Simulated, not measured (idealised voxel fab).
Process module, titled voxel ribs on slabs
Displayed cross-section: cut, width of 145 nm, square cells sized 5 nm.
A cross-section is a grid of square cells, given in bands from the top down. A band is one or more rows of cells.
It is stipulated that each band's entry specify, in nanometres, the height of the top of the band and then that of its bottom, followed by the materials of the band in left-to-right sequence, each together with its width in nanometres. A single material marked by the word "throughout" is understood to fill the band from edge to edge; the word "empty" is understood to denote empty space.
The reference from which all heights are counted is 0, the level beneath which the as-received wafer is entirely one material; the lowest band, having no lower bound, proceeds downward and is written after the example "from 0 down".
When a width is written as two numbers, as in "30..40", the first number is the width in the top row of cells of the band and the second is the width in its bottom row, and the width changes by the same amount from each row to the next.
For the purposes of this document, the phrase "no modification" attached to a step denotes that no cell within the cross-section was modified by that step.
Unvented voids: empty space of 8 cells or more with no open way to the top, each as width x height at its distance from the left edge, in nm
The remark found on a step's line after its settings is issued by the simulator itself and pertains to that step.
overlay nm, on a step with a mask: how far to the right of its planned place the mask lay; to the left if negative

-- Planned step list for the process
1 RECEIVE with material Si
2 DIRECTIONAL_DEP with material SiO2, thk nm 20
3 DIRECTIONAL_DEP with material polySi, thk nm 20
4 DIRECTIONAL_DEP with material aC, thk nm 15
5 PATTERN with tone cover, mask id RIB, material resist, width nm 15, thk nm 35, overlay nm 0
6 DIRECTIONAL_ETCH with etch materials aC, depth nm 15
7 STRIP with etch materials resist
8 DIRECTIONAL_ETCH with etch materials polySi, depth nm 15
9 STRIP with etch materials aC
10 PATTERN with tone cover, mask id SLAB, material resist, width nm 65, thk nm 20, overlay nm 0
11 DIRECTIONAL_ETCH with etch materials polySi, depth nm 5
12 STRIP with etch materials resist
13 FILL_DEP with material SiO2, thk nm 20
14 CMP with height nm 50
15 DIRECTIONAL_DEP with material W, thk nm 5
16 MASKED_ETCH with tone cover, mask id HEATER, width nm 25, etch materials W, depth nm 5, overlay nm -15
17 CONFORMAL_DEP with material SiN, thk nm 5
Wafer-to-wafer difference: overlay nm, step 16. Common start. Plan = first wafer's value.

-- Cross-sectional view of the first of several wafers in the as-received condition, corresponding to the state following step 1
    from 0 down | Si throughout
    Unvented voids: none

-- Take any row and you have a wafer at the end of the module: how many cells of each material it has gained (+) or lost (-) since it was received, and then its closed voids
overlay nm -15; +31 SiN; +268 SiO2; +5 W; +22 polySi; Unvented voids: none
overlay nm -10; +31 SiN; +268 SiO2; +5 W; +22 polySi; Unvented voids: none
overlay nm -5; +31 SiN; +268 SiO2; +5 W; +22 polySi; Unvented voids: none
overlay nm 0; +31 SiN; +268 SiO2; +5 W; +22 polySi; Unvented voids: none
overlay nm 5; +31 SiN; +268 SiO2; +5 W; +22 polySi; Unvented voids: none
overlay nm 10; +31 SiN; +268 SiO2; +5 W; +22 polySi; Unvented voids: none
overlay nm 15; +31 SiN; +268 SiO2; +5 W; +22 polySi; Unvented voids: none
